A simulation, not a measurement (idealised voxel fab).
The document below concerns the process module designated voxel plated lines.
Square cells of 5 nm make up the cross-section cut, whose width is 270 nm.
Cross-section layout: square cells on a grid; listed as bands, top to bottom; a band spans one or more cell rows. Heights first: top, then bottom, in nm. Then materials, left to right, each with a width in nm. "edge to edge" on a single material: fills the band edge to edge. "air": empty space. Heights are measured from 0, the level below which the as-received wafer is all one material; the lowest band has no bottom and continues downward, written as in "0 and below". The notation "30 to 40" denotes a width that varies across the rows of cells in the band, beginning at the first number in the top row, finishing at the second number in the bottom row, and changing by an identical amount from each row to the next. You'll sometimes find "nothing different" written for a step, and that's the way of saying that nowhere in the cross-section did a cell change during that step. Entry "Enclosed void entries". Content: empty spaces with no open connection to the top, size 8 cells or greater. Each: width x height at distance. Distance: from left edge. Unit: nm. after a step's settings: what the simulator itself notes on the step. What "overlay nm" on a step's line means: if the step has a mask, that mask lay this far to the right of its planned place, or, when the value is negative, to the left.
## Steps in the process plan
1. RECEIVE,material Si
2. CONFORMAL_DEP,material SiN,thk nm 5
3. DIRECTIONAL_DEP,material TiN,thk nm 5
4. PATTERN,tone open,mask id LINES,material resist,width nm 20,pitch nm 40,thk nm 20,overlay nm 0
5. EPI,material Ru,thk nm 5
6. STRIP,etch materials resist
7. DIRECTIONAL_ETCH,etch materials TiN,depth nm 5
8. CONFORMAL_DEP,material SiCN,thk nm 5
## First wafer out of two, processed as planned
## Cross-section of the wafer upon arrival, representing the state reached after step 1
- 0 and below | Si edge to edge
- Enclosed void entries: none
## Upon completion of step 2, the wafer appears in cross-section as shown
- 5 down to 0 | SiN edge to edge
- Rest of section, below 0: as before.
## Upon completion of step 3, the wafer appears in cross-section as shown
- 10 down to 5 | TiN edge to edge
- Rest of section, below 5: as before.
## Upon completion of step 4, the wafer appears in cross-section as shown
- 30 down to 10 | resist 105 nm / air 20 nm / resist 20 nm / air 20 nm / resist 105 nm
- Rest of section, below 10: as before.
## Upon completion of step 5, the wafer appears in cross-section as shown
- 30 down to 15 | resist 105 nm / air 20 nm / resist 20 nm / air 20 nm / resist 105 nm
- 15 down to 10 | resist 105 nm / Ru 20 nm / resist 20 nm / Ru 20 nm / resist 105 nm
- Rest of section, below 10: as before.
## Upon completion of step 6, the wafer appears in cross-section as shown
- 15 down to 10 | air 105 nm / Ru 20 nm / air 20 nm / Ru 20 nm / air 105 nm
- Rest of section, below 10: as before.
## Upon completion of step 7, the wafer appears in cross-section as shown
- 15 down to 10 | air 105 nm / Ru 20 nm / air 20 nm / Ru 20 nm / air 105 nm
- 10 down to 5 | air 105 nm / TiN 20 nm / air 20 nm / TiN 20 nm / air 105 nm
- Rest of section, below 5: as before.
## Upon completion of step 8, the wafer appears in cross-section as shown
- 20 down to 15 | air 100 nm / SiCN 30 nm / air 10 nm / SiCN 30 nm / air 100 nm
- 15 down to 10 | air 100 nm / SiCN 5 nm / Ru 20 nm / SiCN 5 nm / air 10 nm / SiCN 5 nm / Ru 20 nm / SiCN 5 nm / air 100 nm
- 10 down to 5 | SiCN 105 nm / TiN 20 nm / SiCN 20 nm / TiN 20 nm / SiCN 105 nm
- Rest of section, below 5: as before.
## Okay, second wafer. Nothing different at the start, nothing different in the plan, just one mistake somewhere in the running. As far as step 1, counting that step, it's the first wafer all over again
## Second wafer, cut view, end of step 2 per plan
- 5 down to 0 | TiN edge to edge
- Rest of section, below 0: as before.
## Second wafer, cut view, end of step 3 per plan
- 10 down to 5 | SiN edge to edge
- Rest of section, below 5: as before.
## Second wafer, cut view, end of step 4 per plan
- 30 down to 10 | resist 105 nm / air 20 nm / resist 20 nm / air 20 nm / resist 105 nm
- Rest of section, below 10: as before.
Second wafer, cut view, end of step 5 per plan: nothing different
## Second wafer, cut view, end of step 6 per plan
- 10 down to 5 | SiN edge to edge
- Rest of section, below 5: as before.
Second wafer, cut view, end of step 7 per plan: nothing different
## Second wafer, cut view, end of step 8 per plan
- 15 down to 10 | SiCN edge to edge
- Rest of section, below 10: as before.
Want to know what went wrong? the intended sequence of steps 2 and 3 was reversed during processing, with each occupying the position of the other
at the end the second wafer has, in cells: Ru -8, SiCN -8, TiN +46
